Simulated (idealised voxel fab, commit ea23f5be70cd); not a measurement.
A process module follows: voxel spacer lines.
FYI the section here is cut, 280 nm wide, cells are 5 nm squares.
Cross-section = grid of square cells, listed top down in bands; band = one or more rows.
Within each band entry, the heights of the top and of the bottom of the band appear first, in that order and in nm; the materials of the band then follow from left to right, each with its corresponding width in nm. The designation "full width" on a single material indicates that it fills the band from edge to edge; the designation "air" indicates empty space.
Basically, 0 is our baseline, since under it the wafer straight out of the box is all one material. The bottom band has no lower end and keeps on going down, so it looks like "0..down".
Width "30 to 40": first value at the band's top row of cells, second value at its bottom row, equal change from row to row.
A step reported as "no alteration" is a step in which no cell of the cross-section changed.
"Fully enclosed voids" - sealed voids, min. 8 cells, no opening to top; format: width x height at distance (distance from left edge; nm throughout).
Step line, after settings: the simulator's comment on this step.
What "overlay nm" on a step's line means: if the step has a mask, that mask lay this far to the right of its planned place, or, when the value is negative, to the left.

Process steps (planned):
- 1: RECEIVE,material Si
- 2: CONFORMAL_DEP,material Al2O3,thk nm 10
- 3: DIRECTIONAL_DEP,material SiN,thk nm 10
- 4: DIRECTIONAL_DEP,material aC,thk nm 20
- 5: PATTERN,tone cover,mask id MANDREL,material resist,width nm 15,pitch nm 50,thk nm 25,overlay nm 0
- 6: DIRECTIONAL_ETCH,etch materials aC,depth nm 20
- 7: STRIP,etch materials resist
- 8: CONFORMAL_DEP,material SiO2,thk nm 10
- 9: DIRECTIONAL_ETCH,etch materials SiO2,depth nm 5
- 10: STRIP,etch materials aC
- 11: DIRECTIONAL_ETCH,etch materials SiN,depth nm 10
- 12: STRIP,etch materials SiO2
- 13: FILL_DEP,material SiO2,thk nm 10
- 14: CMP,height nm 20
Split variable: depth nm, step 9. Plan value = first wafer. Wafers start alike.

Here's the first of the wafers in cross-section, just as we got it, i.e. after step 1:
* 0..down  Si full width
* Fully enclosed voids: none

Shown in cross-section: the first of several wafers at the end of the module, after its last step, step 14:
* 20..10  SiN full width
* 10..0  Al2O3 full width
* 0..down  Si full width
* Fully enclosed voids: none

Last wafer, end of module, cross-section:
* 20..10  95 of SiO2, 10 of SiN, 15 of SiO2, 10 of SiN, 15 of SiO2, 10 of SiN, 15 of SiO2, 10 of SiN, 100 of SiO2
* 10..0  Al2O3 full width
* 0..down  Si full width
* Fully enclosed voids: none

The rows of the table below are wafers. Looking at the end of the module, a row counts, for every material, the cells the wafer has gained, shown as (+), or lost, shown as (-), since it was received; its closed voids come next:
depth nm 5; +112 Al2O3; +112 SiN; Fully enclosed voids: none
depth nm 10; +112 Al2O3; +16 SiN; +96 SiO2; Fully enclosed voids: none
depth nm 15; +112 Al2O3; +16 SiN; +96 SiO2; Fully enclosed voids: none
depth nm 20; +112 Al2O3; +16 SiN; +96 SiO2; Fully enclosed voids: none
depth nm 25; +112 Al2O3; +16 SiN; +96 SiO2; Fully enclosed voids: none
